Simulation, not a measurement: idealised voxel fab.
Title: Process Module voxel lift off
210 nm wide, 5 nm square cells: that's cross-section cut.
Cross-section spec: square-cell grid; bands listed top down; each band is one or more rows.
Top height, bottom height, nm. Materials left to right, width each, nm. Single material + "full width" = fills band edge to edge. "empty" = empty.
A quick word on heights: they are counted from 0, and under that level the wafer as it came to us is one material throughout. The lowest band is different from the rest in having no bottom; it simply continues downward, written as in "top 0, no bottom".
When a width is written as two numbers, as in "30->40", the first number is the width in the top row of cells of the band and the second is the width in its bottom row, and the width changes by the same amount from each row to the next.
Take "same as before" at face value: in the step it is given for, the cross-section changed in none of its cells.
"Sealed voids" contains a list of empty spaces, each no smaller than 8 cells and without an open way to the top, written in the form width x height at distance with the distance from the left edge and all three in nm.
Heads up: the bit after the settings on a step's line is the simulator's remark on that step.
Among the settings permitted on a step's line is "overlay nm"; applied to a step with a mask, it specifies the extent to which the mask lay to the right of its planned position, whereas a negative figure signifies a position to the left.
**The following list gives the planned process steps**
- 1: RECEIVE | material Si
- 2: CONFORMAL_DEP | material Al2O3 | thk nm 15
- 3: PATTERN | tone open | mask id LINES | material resist | width nm 30 | pitch nm 50 | thk nm 30 | overlay nm 0
- 4: DIRECTIONAL_DEP | material Ru | thk nm 15
- 5: STRIP | etch materials resist
- 6: CONFORMAL_DEP | material SiO2 | thk nm 10
**First of two wafers - as planned**
**Cross-section, incoming material, after step 1**
* top 0, no bottom: Si full width
* Sealed voids: none
**Cross-section of the wafer subsequent to step 2**
* top 15, bottom 0: Al2O3 full width
* For the remainder of the cross-section, below 0, there is no change.
**Cross-section of the wafer subsequent to step 3**
* top 45, bottom 15: 40 of resist / 30 of empty / 20 of resist / 30 of empty / 20 of resist / 30 of empty / 40 of resist
* For the remainder of the cross-section, below 15, there is no change.
**Cross-section of the wafer subsequent to step 4**
* top 60, bottom 45: 40 of Ru / 30 of empty / 20 of Ru / 30 of empty / 20 of Ru / 30 of empty / 40 of Ru
* top 45, bottom 30: 40 of resist / 30 of empty / 20 of resist / 30 of empty / 20 of resist / 30 of empty / 40 of resist
* top 30, bottom 15: 40 of resist / 30 of Ru / 20 of resist / 30 of Ru / 20 of resist / 30 of Ru / 40 of resist
* For the remainder of the cross-section, below 15, there is no change.
**Cross-section of the wafer subsequent to step 5**
* top 30, bottom 15: 40 of empty / 30 of Ru / 20 of empty / 30 of Ru / 20 of empty / 30 of Ru / 40 of empty
* For the remainder of the cross-section, below 15, there is no change.
**Cross-section of the wafer subsequent to step 6**
* top 40, bottom 30: 30 of empty / 150 of SiO2 / 30 of empty
* top 30, bottom 25: 30 of empty / 10 of SiO2 / 30 of Ru / 20 of SiO2 / 30 of Ru / 20 of SiO2 / 30 of Ru / 10 of SiO2 / 30 of empty
* top 25, bottom 15: 40 of SiO2 / 30 of Ru / 20 of SiO2 / 30 of Ru / 20 of SiO2 / 30 of Ru / 40 of SiO2
* For the remainder of the cross-section, below 15, there is no change.
**Wafer two: like wafer one in start and plan, but with one mistake in execution; identical up to and including step 1**
**The second wafer cut through, at the time step 2 was supposed to be finished**
* top 30, bottom 0: Al2O3 full width
* For the remainder of the cross-section, below 0, there is no change.
**The second wafer cut through, at the time step 3 was supposed to be finished**
* top 60, bottom 30: 40 of resist / 30 of empty / 20 of resist / 30 of empty / 20 of resist / 30 of empty / 40 of resist
* For the remainder of the cross-section, below 30, there is no change.
**The second wafer cut through, at the time step 4 was supposed to be finished**
* top 75, bottom 60: 40 of Ru / 30 of empty / 20 of Ru / 30 of empty / 20 of Ru / 30 of empty / 40 of Ru
* top 60, bottom 45: 40 of resist / 30 of empty / 20 of resist / 30 of empty / 20 of resist / 30 of empty / 40 of resist
* top 45, bottom 30: 40 of resist / 30 of Ru / 20 of resist / 30 of Ru / 20 of resist / 30 of Ru / 40 of resist
* For the remainder of the cross-section, below 30, there is no change.
**The second wafer cut through, at the time step 5 was supposed to be finished**
* top 45, bottom 30: 40 of empty / 30 of Ru / 20 of empty / 30 of Ru / 20 of empty / 30 of Ru / 40 of empty
* For the remainder of the cross-section, below 30, there is no change.
**The second wafer cut through, at the time step 6 was supposed to be finished**
* top 55, bottom 45: 30 of empty / 150 of SiO2 / 30 of empty
* top 45, bottom 40: 30 of empty / 10 of SiO2 / 30 of Ru / 20 of SiO2 / 30 of Ru / 20 of SiO2 / 30 of Ru / 10 of SiO2 / 30 of empty
* top 40, bottom 30: 40 of SiO2 / 30 of Ru / 20 of SiO2 / 30 of Ru / 20 of SiO2 / 30 of Ru / 40 of SiO2
* For the remainder of the cross-section, below 30, there is no change.
Deviation from plan: the plan had its step 2 run twice
The final cell counts differ between the wafers, with the second having more or fewer of some materials than the first: 126 more of Al2O3
